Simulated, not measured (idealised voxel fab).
process module | voxel transistor to metal
cross-section cut | 210 nm wide | cells 5 nm
A cross-section is a grid of square cells, given in bands from the top down. A band is one or more rows of cells.
Each band's line starts with the height of the band's top and of its bottom, in nm. Then come its materials from left to right, each with its width in nm. One material with "throughout" fills the band from edge to edge. "air" is empty space.
Height 0 is the level under which the wafer as received is all one material. The lowest band goes on downwards, as in "0 down".
A width such as "30 to 40" changes by the same amount from each row of cells to the next, from the band's top row to its bottom row.
"no change" after a step means that no cell of the cross-section changed.
closed voids: empty space of 8 cells or more with no open way to the top, each as width x height at its distance from the left edge, in nm
after a step's settings: what the simulator itself notes on the step
overlay nm, on a step with a mask: how far to the right of its planned place the mask lay; to the left if negative
plan
1 op RECEIVE | material Si
2 op OXIDIZE | depth nm 5
3 op CONFORMAL_DEP | material SiN | thk nm 10
4 op DIRECTIONAL_DEP | material aC | thk nm 10
5 op PATTERN | tone cover | mask id ACTIVE | material resist | width nm 120 | thk nm 25 | overlay nm 0
6 op DIRECTIONAL_ETCH | etch materials aC | depth nm 10
7 op STRIP | etch materials resist
8 op DIRECTIONAL_ETCH | etch materials SiN | depth nm 10
9 op DIRECTIONAL_ETCH | etch materials SiO2 | depth nm 5
10 op DIRECTIONAL_ETCH | etch materials Si | depth nm 30
11 op STRIP | etch materials aC
12 op OXIDIZE | depth nm 5
13 op FILL_DEP | material SiO2 | thk nm 5
14 op CMP | height nm 10
15 op SELECTIVE_ETCH | etch materials SiO2 | depth nm 5
16 op STRIP | etch materials SiN
17 op SELECTIVE_ETCH | etch materials SiO2 | depth nm 5
18 op OXIDIZE | depth nm 5
19 op DIRECTIONAL_DEP | material polySi | thk nm 20
20 op DIRECTIONAL_DEP | material SiCN | thk nm 10
21 op DIRECTIONAL_DEP | material aC | thk nm 10
22 op PATTERN | tone cover | mask id GATE | material resist | width nm 30 | thk nm 30 | overlay nm 0
23 op DIRECTIONAL_ETCH | etch materials aC | depth nm 10
24 op STRIP | etch materials resist
25 op DIRECTIONAL_ETCH | etch materials SiCN | depth nm 20
26 op DIRECTIONAL_ETCH | etch materials polySi | depth nm 30
27 op STRIP | etch materials aC
28 op CONFORMAL_DEP | material SiO2 | thk nm 5
29 op DIRECTIONAL_ETCH | etch materials SiO2 | depth nm 5
30 op CONFORMAL_DEP | material SiN | thk nm 10
31 op DIRECTIONAL_ETCH | etch materials SiN | depth nm 10
32 op DIRECTIONAL_ETCH | etch materials SiO2 | depth nm 5
33 op DIRECTIONAL_ETCH | etch materials Si | depth nm 5
34 op EPI | material pSi | thk nm 10
35 op FILL_DEP | material SiO2 | thk nm 10
36 op CMP | height nm 15
37 op STRIP | etch materials polySi
38 op SELECTIVE_ETCH | etch materials SiO2 | depth nm 5
39 op CONFORMAL_DEP | material HfO2 | thk nm 5
40 op CONFORMAL_DEP | material TiN | thk nm 5
41 op FILL_DEP | material W | thk nm 10
42 op CMP | height nm 10
43 op DIRECTIONAL_DEP | material SiO2 | thk nm 15
44 op DIRECTIONAL_DEP | material aC | thk nm 15
45 op PATTERN | tone open | mask id CONTACT | material resist | width nm 15 | pitch nm 85 | thk nm 35 | overlay nm 0
46 op DIRECTIONAL_ETCH | etch materials aC | depth nm 15
47 op STRIP | etch materials resist
48 op DIRECTIONAL_ETCH | etch materials SiO2 | depth nm 25
49 op STRIP | etch materials aC
50 op CONFORMAL_DEP | material TiN | thk nm 5
51 op FILL_DEP | material W | thk nm 10
52 op CMP | height nm 25
53 op CONFORMAL_DEP | material SiN | thk nm 5
54 op DIRECTIONAL_DEP | material SiO2 | thk nm 20
55 op MASKED_ETCH | tone open | mask id METAL_1 | width nm 15 | pitch nm 85 | etch materials SiO2 | depth nm 20 | overlay nm 0
56 op MASKED_ETCH | tone open | mask id METAL_1 | width nm 15 | pitch nm 85 | etch materials SiN | depth nm 5 | overlay nm 0
57 op CONFORMAL_DEP | material TiN | thk nm 5
58 op FILL_DEP | material Cu | thk nm 10
59 op CMP | height nm 50
60 op CONFORMAL_DEP | material SiCN | thk nm 5
61 op DIRECTIONAL_DEP | material SiO2 | thk nm 25
62 op DIRECTIONAL_DEP | material aC | thk nm 10
63 op PATTERN | tone open | mask id METAL_2 | material resist | width nm 15 | pitch nm 85 | thk nm 30 | overlay nm 0
64 op DIRECTIONAL_ETCH | etch materials aC | depth nm 10
65 op STRIP | etch materials resist
66 op DIRECTIONAL_ETCH | etch materials SiO2 | depth nm 15
67 op STRIP | etch materials aC
68 op PATTERN | tone open | mask id METAL_2_HOLES | material resist | width nm 15 | pitch nm 85 | thk nm 15 | overlay nm 0
69 op DIRECTIONAL_ETCH | etch materials SiO2 | depth nm 10
70 op DIRECTIONAL_ETCH | etch materials SiCN | depth nm 5
71 op STRIP | etch materials resist
72 op CONFORMAL_DEP | material TiN | thk nm 5
73 op FILL_DEP | material Cu | thk nm 5
74 op CMP | height nm 80
75 op CONFORMAL_DEP | material SiN | thk nm 5
first wafer, as planned
as received, after step 1
  0 down: Si throughout
  closed voids: none
after step 2
  0 to -5: SiO2 throughout
  below -5: unchanged
after step 3
  10 to 0: SiN throughout
  below 0: unchanged
after step 4
  20 to 10: aC throughout
  below 10: unchanged
after step 5
  45 to 20: air 45 | resist 120 | air 45
  below 20: unchanged
after step 6
  35 to 20: air 45 | resist 120 | air 45
  20 to 10: air 45 | aC 120 | air 45
  below 10: unchanged
after step 7
  20 to 10: air 45 | aC 120 | air 45
  below 10: unchanged
after step 8
  20 to 10: air 45 | aC 120 | air 45
  10 to 0: air 45 | SiN 120 | air 45
  below 0: unchanged
after step 9
  20 to 10: air 45 | aC 120 | air 45
  10 to 0: air 45 | SiN 120 | air 45
  0 to -5: air 45 | SiO2 120 | air 45
  below -5: unchanged
after step 10
  20 to 10: air 45 | aC 120 | air 45
  10 to 0: air 45 | SiN 120 | air 45
  0 to -5: air 45 | SiO2 120 | air 45
  -5 to -35: air 45 | Si 120 | air 45
  below -35: unchanged
after step 11
  10 to 0: air 45 | SiN 120 | air 45
  below 0: unchanged
after step 12
  10 to 0: air 45 | SiN 120 | air 45
  0 to -5: air 45 | SiO2 120 | air 45
  -5 to -35: air 45 | SiO2 5 | Si 110 | SiO2 5 | air 45
  -35 to -40: SiO2 50 | Si 110 | SiO2 50
  below -40: unchanged
after step 13
  15 to 10: SiO2 throughout
  10 to 0: SiO2 45 | SiN 120 | SiO2 45
  0 to -5: SiO2 throughout
  -5 to -40: SiO2 50 | Si 110 | SiO2 50
  below -40: unchanged
after step 14
  10 to 0: SiO2 45 | SiN 120 | SiO2 45
  below 0: unchanged
after step 15
  10 to 5: air 45 | SiN 120 | air 45
  below 5: unchanged
after step 16
  5 to 0: SiO2 45 | air 120 | SiO2 45
  below 0: unchanged
after step 17
  0 to -5: SiO2 40 | air 130 | SiO2 40
  below -5: unchanged
after step 18
  0 to -5: SiO2 40 | air 130 | SiO2 40
  -5 to -10: SiO2 throughout
  below -10: unchanged
after step 19
  20 to 15: polySi 40 | air 130 | polySi 40
  15 to 0: polySi throughout
  0 to -5: SiO2 40 | polySi 130 | SiO2 40
  below -5: unchanged
after step 20
  30 to 25: SiCN 40 | air 130 | SiCN 40
  25 to 20: SiCN throughout
  20 to 15: polySi 40 | SiCN 130 | polySi 40
  below 15: unchanged
after step 21
  40 to 35: aC 40 | air 130 | aC 40
  35 to 30: aC throughout
  30 to 25: SiCN 40 | aC 130 | SiCN 40
  below 25: unchanged
after step 22
  70 to 40: air 90 | resist 30 | air 90
  40 to 35: aC 40 | air 50 | resist 30 | air 50 | aC 40
  below 35: unchanged
after step 23
  60 to 35: air 90 | resist 30 | air 90
  35 to 30: air 90 | aC 30 | air 90
  30 to 25: SiCN 40 | air 50 | aC 30 | air 50 | SiCN 40
  below 25: unchanged
after step 24
  35 to 30: air 90 | aC 30 | air 90
  below 30: unchanged
after step 25
  35 to 25: air 90 | aC 30 | air 90
  25 to 20: air 90 | SiCN 30 | air 90
  20 to 15: polySi 40 | air 50 | SiCN 30 | air 50 | polySi 40
  below 15: unchanged
after step 26
  35 to 25: air 90 | aC 30 | air 90
  25 to 15: air 90 | SiCN 30 | air 90
  15 to 0: air 90 | polySi 30 | air 90
  0 to -5: SiO2 40 | air 50 | polySi 30 | air 50 | SiO2 40
  below -5: unchanged
after step 27
  25 to 15: air 90 | SiCN 30 | air 90
  below 15: unchanged
after step 28
  30 to 25: air 85 | SiO2 40 | air 85
  25 to 15: air 85 | SiO2 5 | SiCN 30 | SiO2 5 | air 85
  15 to 5: air 85 | SiO2 5 | polySi 30 | SiO2 5 | air 85
  5 to 0: SiO2 45 | air 40 | SiO2 5 | polySi 30 | SiO2 5 | air 40 | SiO2 45
  0 to -5: SiO2 90 | polySi 30 | SiO2 90
  below -5: unchanged
after step 29
  25 to 15: air 85 | SiO2 5 | SiCN 30 | SiO2 5 | air 85
  15 to 0: air 85 | SiO2 5 | polySi 30 | SiO2 5 | air 85
  0 to -5: SiO2 45 | air 40 | SiO2 5 | polySi 30 | SiO2 5 | air 40 | SiO2 45
  below -5: unchanged
after step 30
  35 to 25: air 75 | SiN 60 | air 75
  25 to 15: air 75 | SiN 10 | SiO2 5 | SiCN 30 | SiO2 5 | SiN 10 | air 75
  15 to 10: air 75 | SiN 10 | SiO2 5 | polySi 30 | SiO2 5 | SiN 10 | air 75
  10 to 5: SiN 55 | air 20 | SiN 10 | SiO2 5 | polySi 30 | SiO2 5 | SiN 10 | air 20 | SiN 55
  5 to 0: SiN 85 | SiO2 5 | polySi 30 | SiO2 5 | SiN 85
  0 to -5: SiO2 45 | SiN 40 | SiO2 5 | polySi 30 | SiO2 5 | SiN 40 | SiO2 45
  below -5: unchanged
after step 31
  25 to 15: air 75 | SiN 10 | SiO2 5 | SiCN 30 | SiO2 5 | SiN 10 | air 75
  15 to 0: air 75 | SiN 10 | SiO2 5 | polySi 30 | SiO2 5 | SiN 10 | air 75
  0 to -5: SiO2 45 | SiN 10 | air 20 | SiN 10 | SiO2 5 | polySi 30 | SiO2 5 | SiN 10 | air 20 | SiN 10 | SiO2 45
  below -5: unchanged
after step 32
  25 to 20: air 75 | SiN 10 | air 5 | SiCN 30 | air 5 | SiN 10 | air 75
  20 to 15: air 75 | SiN 10 | SiO2 5 | SiCN 30 | SiO2 5 | SiN 10 | air 75
  15 to 0: air 75 | SiN 10 | SiO2 5 | polySi 30 | SiO2 5 | SiN 10 | air 75
  0 to -5: air 45 | SiN 10 | air 20 | SiN 10 | SiO2 5 | polySi 30 | SiO2 5 | SiN 10 | air 20 | SiN 10 | air 45
  -5 to -10: SiO2 55 | air 20 | SiO2 60 | air 20 | SiO2 55
  below -10: unchanged
after step 33
  25 to 20: air 75 | SiN 10 | air 5 | SiCN 30 | air 5 | SiN 10 | air 75
  20 to 15: air 75 | SiN 10 | SiO2 5 | SiCN 30 | SiO2 5 | SiN 10 | air 75
  15 to 0: air 75 | SiN 10 | SiO2 5 | polySi 30 | SiO2 5 | SiN 10 | air 75
  0 to -5: air 45 | SiN 10 | air 20 | SiN 10 | SiO2 5 | polySi 30 | SiO2 5 | SiN 10 | air 20 | SiN 10 | air 45
  -5 to -10: SiO2 55 | air 20 | SiO2 60 | air 20 | SiO2 55
  -10 to -15: SiO2 50 | Si 5 | air 20 | Si 60 | air 20 | Si 5 | SiO2 50
  below -15: unchanged
after step 34
  25 to 20: air 75 | SiN 10 | air 5 | SiCN 30 | air 5 | SiN 10 | air 75
  20 to 15: air 75 | SiN 10 | SiO2 5 | SiCN 30 | SiO2 5 | SiN 10 | air 75
  15 to 0: air 75 | SiN 10 | SiO2 5 | polySi 30 | SiO2 5 | SiN 10 | air 75
  0 to -5: air 45 | SiN 10 | pSi 20 | SiN 10 | SiO2 5 | polySi 30 | SiO2 5 | SiN 10 | pSi 20 | SiN 10 | air 45
  -5 to -10: SiO2 55 | pSi 20 | SiO2 60 | pSi 20 | SiO2 55
  -10 to -15: SiO2 50 | Si 5 | pSi 20 | Si 60 | pSi 20 | Si 5 | SiO2 50
  below -15: unchanged
after step 35
  35 to 25: SiO2 throughout
  25 to 15: SiO2 75 | SiN 10 | SiO2 5 | SiCN 30 | SiO2 5 | SiN 10 | SiO2 75
  15 to 0: SiO2 75 | SiN 10 | SiO2 5 | polySi 30 | SiO2 5 | SiN 10 | SiO2 75
  0 to -5: SiO2 45 | SiN 10 | pSi 20 | SiN 10 | SiO2 5 | polySi 30 | SiO2 5 | SiN 10 | pSi 20 | SiN 10 | SiO2 45
  below -5: unchanged
after step 36
  15 to 0: SiO2 75 | SiN 10 | SiO2 5 | polySi 30 | SiO2 5 | SiN 10 | SiO2 75
  below 0: unchanged
after step 37
  15 to 0: SiO2 75 | SiN 10 | SiO2 5 | air 30 | SiO2 5 | SiN 10 | SiO2 75
  0 to -5: SiO2 45 | SiN 10 | pSi 20 | SiN 10 | SiO2 5 | air 30 | SiO2 5 | SiN 10 | pSi 20 | SiN 10 | SiO2 45
  below -5: unchanged
after step 38
  15 to 10: air 75 | SiN 10 | air 40 | SiN 10 | air 75
  10 to 0: SiO2 75 | SiN 10 | air 40 | SiN 10 | SiO2 75
  0 to -5: SiO2 45 | SiN 10 | pSi 20 | SiN 10 | air 40 | SiN 10 | pSi 20 | SiN 10 | SiO2 45
  -5 to -10: SiO2 55 | pSi 20 | SiO2 10 | air 40 | SiO2 10 | pSi 20 | SiO2 55
  below -10: unchanged
after step 39
  20 to 15: air 70 | HfO2 20 | air 30 | HfO2 20 | air 70
  15 to 10: HfO2 75 | SiN 10 | HfO2 5 | air 30 | HfO2 5 | SiN 10 | HfO2 75
  10 to 0: SiO2 75 | SiN 10 | HfO2 5 | air 30 | HfO2 5 | SiN 10 | SiO2 75
  0 to -5: SiO2 45 | SiN 10 | pSi 20 | SiN 10 | HfO2 5 | air 30 | HfO2 5 | SiN 10 | pSi 20 | SiN 10 | SiO2 45
  -5 to -10: SiO2 55 | pSi 20 | SiO2 10 | HfO2 40 | SiO2 10 | pSi 20 | SiO2 55
  below -10: unchanged
after step 40
  25 to 20: air 65 | TiN 30 | air 20 | TiN 30 | air 65
  20 to 15: TiN 70 | HfO2 20 | TiN 5 | air 20 | TiN 5 | HfO2 20 | TiN 70
  15 to 10: HfO2 75 | SiN 10 | HfO2 5 | TiN 5 | air 20 | TiN 5 | HfO2 5 | SiN 10 | HfO2 75
  10 to 0: SiO2 75 | SiN 10 | HfO2 5 | TiN 5 | air 20 | TiN 5 | HfO2 5 | SiN 10 | SiO2 75
  0 to -5: SiO2 45 | SiN 10 | pSi 20 | SiN 10 | HfO2 5 | TiN 30 | HfO2 5 | SiN 10 | pSi 20 | SiN 10 | SiO2 45
  below -5: unchanged
after step 41
  35 to 25: W throughout
  25 to 20: W 65 | TiN 30 | W 20 | TiN 30 | W 65
  20 to 15: TiN 70 | HfO2 20 | TiN 5 | W 20 | TiN 5 | HfO2 20 | TiN 70
  15 to 10: HfO2 75 | SiN 10 | HfO2 5 | TiN 5 | W 20 | TiN 5 | HfO2 5 | SiN 10 | HfO2 75
  10 to 0: SiO2 75 | SiN 10 | HfO2 5 | TiN 5 | W 20 | TiN 5 | HfO2 5 | SiN 10 | SiO2 75
  below 0: unchanged
after step 42
  10 to 0: SiO2 75 | SiN 10 | HfO2 5 | TiN 5 | W 20 | TiN 5 | HfO2 5 | SiN 10 | SiO2 75
  below 0: unchanged
after step 43
  25 to 10: SiO2 throughout
  below 10: unchanged
after step 44
  40 to 25: aC throughout
  below 25: unchanged
after step 45
  75 to 40: resist 55 | air 15 | resist 70 | air 15 | resist 55
  below 40: unchanged
after step 46
  60 to 40: resist 55 | air 15 | resist 70 | air 15 | resist 55
  40 to 25: aC 55 | air 15 | aC 70 | air 15 | aC 55
  below 25: unchanged
after step 47
  40 to 25: aC 55 | air 15 | aC 70 | air 15 | aC 55
  below 25: unchanged
after step 48
  40 to 25: aC 55 | air 15 | aC 70 | air 15 | aC 55
  25 to 10: SiO2 55 | air 15 | SiO2 70 | air 15 | SiO2 55
  10 to 0: SiO2 55 | air 15 | SiO2 5 | SiN 10 | HfO2 5 | TiN 5 | W 20 | TiN 5 | HfO2 5 | SiN 10 | SiO2 5 | air 15 | SiO2 55
  below 0: unchanged
after step 49
  25 to 10: SiO2 55 | air 15 | SiO2 70 | air 15 | SiO2 55
  below 10: unchanged
after step 50
  30 to 25: TiN 60 | air 5 | TiN 80 | air 5 | TiN 60
  25 to 10: SiO2 55 | TiN 5 | air 5 | TiN 5 | SiO2 70 | TiN 5 | air 5 | TiN 5 | SiO2 55
  10 to 5: SiO2 55 | TiN 5 | air 5 | TiN 5 | SiO2 5 | SiN 10 | HfO2 5 | TiN 5 | W 20 | TiN 5 | HfO2 5 | SiN 10 | SiO2 5 | TiN 5 | air 5 | TiN 5 | SiO2 55
  5 to 0: SiO2 55 | TiN 15 | SiO2 5 | SiN 10 | HfO2 5 | TiN 5 | W 20 | TiN 5 | HfO2 5 | SiN 10 | SiO2 5 | TiN 15 | SiO2 55
  below 0: unchanged
after step 51
  40 to 30: W throughout
  30 to 25: TiN 60 | W 5 | TiN 80 | W 5 | TiN 60
  25 to 10: SiO2 55 | TiN 5 | W 5 | TiN 5 | SiO2 70 | TiN 5 | W 5 | TiN 5 | SiO2 55
  10 to 5: SiO2 55 | TiN 5 | W 5 | TiN 5 | SiO2 5 | SiN 10 | HfO2 5 | TiN 5 | W 20 | TiN 5 | HfO2 5 | SiN 10 | SiO2 5 | TiN 5 | W 5 | TiN 5 | SiO2 55
  below 5: unchanged
after step 52
  25 to 10: SiO2 55 | TiN 5 | W 5 | TiN 5 | SiO2 70 | TiN 5 | W 5 | TiN 5 | SiO2 55
  below 10: unchanged
after step 53
  30 to 25: SiN throughout
  below 25: unchanged
after step 54
  50 to 30: SiO2 throughout
  below 30: unchanged
after step 55
  50 to 30: SiO2 55 | air 15 | SiO2 70 | air 15 | SiO2 55
  below 30: unchanged
after step 56
  50 to 30: SiO2 55 | air 15 | SiO2 70 | air 15 | SiO2 55
  30 to 25: SiN 55 | air 15 | SiN 70 | air 15 | SiN 55
  below 25: unchanged
after step 57
  55 to 50: TiN 60 | air 5 | TiN 80 | air 5 | TiN 60
  50 to 30: SiO2 55 | TiN 5 | air 5 | TiN 5 | SiO2 70 | TiN 5 | air 5 | TiN 5 | SiO2 55
  30 to 25: SiN 55 | TiN 15 | SiN 70 | TiN 15 | SiN 55
  below 25: unchanged
after step 58
  65 to 55: Cu throughout
  55 to 50: TiN 60 | Cu 5 | TiN 80 | Cu 5 | TiN 60
  50 to 30: SiO2 55 | TiN 5 | Cu 5 | TiN 5 | SiO2 70 | TiN 5 | Cu 5 | TiN 5 | SiO2 55
  below 30: unchanged
after step 59
  50 to 30: SiO2 55 | TiN 5 | Cu 5 | TiN 5 | SiO2 70 | TiN 5 | Cu 5 | TiN 5 | SiO2 55
  below 30: unchanged
after step 60
  55 to 50: SiCN throughout
  below 50: unchanged
after step 61
  80 to 55: SiO2 throughout
  below 55: unchanged
after step 62
  90 to 80: aC throughout
  below 80: unchanged
after step 63
  120 to 90: resist 55 | air 15 | resist 70 | air 15 | resist 55
  below 90: unchanged
after step 64
  110 to 90: resist 55 | air 15 | resist 70 | air 15 | resist 55
  90 to 80: aC 55 | air 15 | aC 70 | air 15 | aC 55
  below 80: unchanged
after step 65
  90 to 80: aC 55 | air 15 | aC 70 | air 15 | aC 55
  below 80: unchanged
after step 66
  90 to 80: aC 55 | air 15 | aC 70 | air 15 | aC 55
  80 to 65: SiO2 55 | air 15 | SiO2 70 | air 15 | SiO2 55
  below 65: unchanged
after step 67
  80 to 65: SiO2 55 | air 15 | SiO2 70 | air 15 | SiO2 55
  below 65: unchanged
after step 68
  95 to 80: resist 55 | air 15 | resist 70 | air 15 | resist 55
  below 80: unchanged
after step 69
  95 to 80: resist 55 | air 15 | resist 70 | air 15 | resist 55
  80 to 55: SiO2 55 | air 15 | SiO2 70 | air 15 | SiO2 55
  below 55: unchanged
after step 70
  95 to 80: resist 55 | air 15 | resist 70 | air 15 | resist 55
  80 to 55: SiO2 55 | air 15 | SiO2 70 | air 15 | SiO2 55
  55 to 50: SiCN 55 | air 15 | SiCN 70 | air 15 | SiCN 55
  below 50: unchanged
after step 71
  80 to 55: SiO2 55 | air 15 | SiO2 70 | air 15 | SiO2 55
  below 55: unchanged
after step 72
  85 to 80: TiN 60 | air 5 | TiN 80 | air 5 | TiN 60
  80 to 55: SiO2 55 | TiN 5 | air 5 | TiN 5 | SiO2 70 | TiN 5 | air 5 | TiN 5 | SiO2 55
  55 to 50: SiCN 55 | TiN 15 | SiCN 70 | TiN 15 | SiCN 55
  below 50: unchanged
after step 73
  90 to 85: Cu throughout
  85 to 80: TiN 60 | Cu 5 | TiN 80 | Cu 5 | TiN 60
  80 to 55: SiO2 55 | TiN 5 | Cu 5 | TiN 5 | SiO2 70 | TiN 5 | Cu 5 | TiN 5 | SiO2 55
  below 55: unchanged
after step 74
  80 to 55: SiO2 55 | TiN 5 | Cu 5 | TiN 5 | SiO2 70 | TiN 5 | Cu 5 | TiN 5 | SiO2 55
  below 55: unchanged
after step 75
  85 to 80: SiN throughout
  below 80: unchanged
second wafer: like start, like plan, one mistake. Through step 67 it matches the first wafer
when step 68 should have ended
  95 to 80: air 55 | resist 15 | air 70 | resist 15 | air 55
  80 to 65: SiO2 55 | resist 15 | SiO2 70 | resist 15 | SiO2 55
  below 65: unchanged
when step 69 should have ended
  95 to 70: air 55 | resist 15 | air 70 | resist 15 | air 55
  below 70: unchanged
when step 70 should have ended: no change
when step 71 should have ended
  70 to 65: SiO2 55 | air 15 | SiO2 70 | air 15 | SiO2 55
  below 65: unchanged
when step 72 should have ended
  75 to 70: TiN 60 | air 5 | TiN 80 | air 5 | TiN 60
  70 to 65: SiO2 55 | TiN 15 | SiO2 70 | TiN 15 | SiO2 55
  below 65: unchanged
when step 73 should have ended
  80 to 75: Cu throughout
  75 to 70: TiN 60 | Cu 5 | TiN 80 | Cu 5 | TiN 60
  below 70: unchanged
when step 74 should have ended: no change
when step 75 should have ended
  85 to 80: SiN throughout
  below 80: unchanged
what went wrong: step 68 ran as: op PATTERN | tone cover | mask id METAL_2_HOLES | material resist | width nm 15 | pitch nm 85 | thk nm 15 | overlay nm 0
at the end the second wafer has, in cells: 34 more of Cu | 6 more of SiCN | 60 fewer of SiO2 | 20 more of TiN
